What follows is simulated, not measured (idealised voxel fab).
process module | voxel released beams
cross-section cut | 140 nm wide | cells 5 nm
A cross-section is a grid of square cells, given in bands from the top down. A band is one or more rows of cells.
Each band's line starts with the height of the band's top and of its bottom, in nm. Then come its materials from left to right, each with its width in nm. One material with "throughout" fills the band from edge to edge. "air" is empty space.
Height 0 is the level under which the wafer as received is all one material. The lowest band goes on downwards, as in "0 down".
A width such as "30 to 40" changes by the same amount from each row of cells to the next, from the band's top row to its bottom row.
"no change" after a step means that no cell of the cross-section changed.
closed voids: empty space of 8 cells or more with no open way to the top, each as width x height at its distance from the left edge, in nm
after a step's settings: what the simulator itself notes on the step
overlay nm, on a step with a mask: how far to the right of its planned place the mask lay; to the left if negative
plan
1 op RECEIVE | material Si
2 op CONFORMAL_DEP | material SiN | thk nm 5
3 op DIRECTIONAL_DEP | material SiO2 | thk nm 10
4 op DIRECTIONAL_DEP | material aC | thk nm 15
5 op PATTERN | tone open | mask id ANCHOR | material resist | width nm 25 | thk nm 30 | overlay nm 0
6 op DIRECTIONAL_ETCH | etch materials aC | depth nm 15
7 op STRIP | etch materials resist
8 op DIRECTIONAL_ETCH | etch materials SiO2 | depth nm 10
9 op STRIP | etch materials aC
10 op CONFORMAL_DEP | material W | thk nm 10
11 op MASKED_ETCH | tone cover | mask id BEAM | width nm 70 | etch materials W | depth nm 10 | overlay nm 0
12 op STRIP | etch materials SiO2
as received, after step 1
  0 down: Si throughout
  closed voids: none
first wafer at the end, as planned
  25 to 15: air 30 | W 15 | air 5 | W 50 | air 40
  15 to 5: air 35 | W 25 | air 80
  5 to 0: SiN throughout
  0 down: Si throughout
  closed voids: none
second wafer at the end: like start, like plan, one mistake
  20 to 15: air 30 | W 15 | air 5 | W 50 | air 40
  15 to 5: air 30 to 35 | W 70 to 25 | air 40 to 80
  5 to 0: SiN throughout
  0 down: Si throughout
  closed voids: none
what went wrong: step 3 ran as: op DIRECTIONAL_DEP | material SiO2 | thk nm 5
at the end the second wafer has, in cells: 4 fewer of W
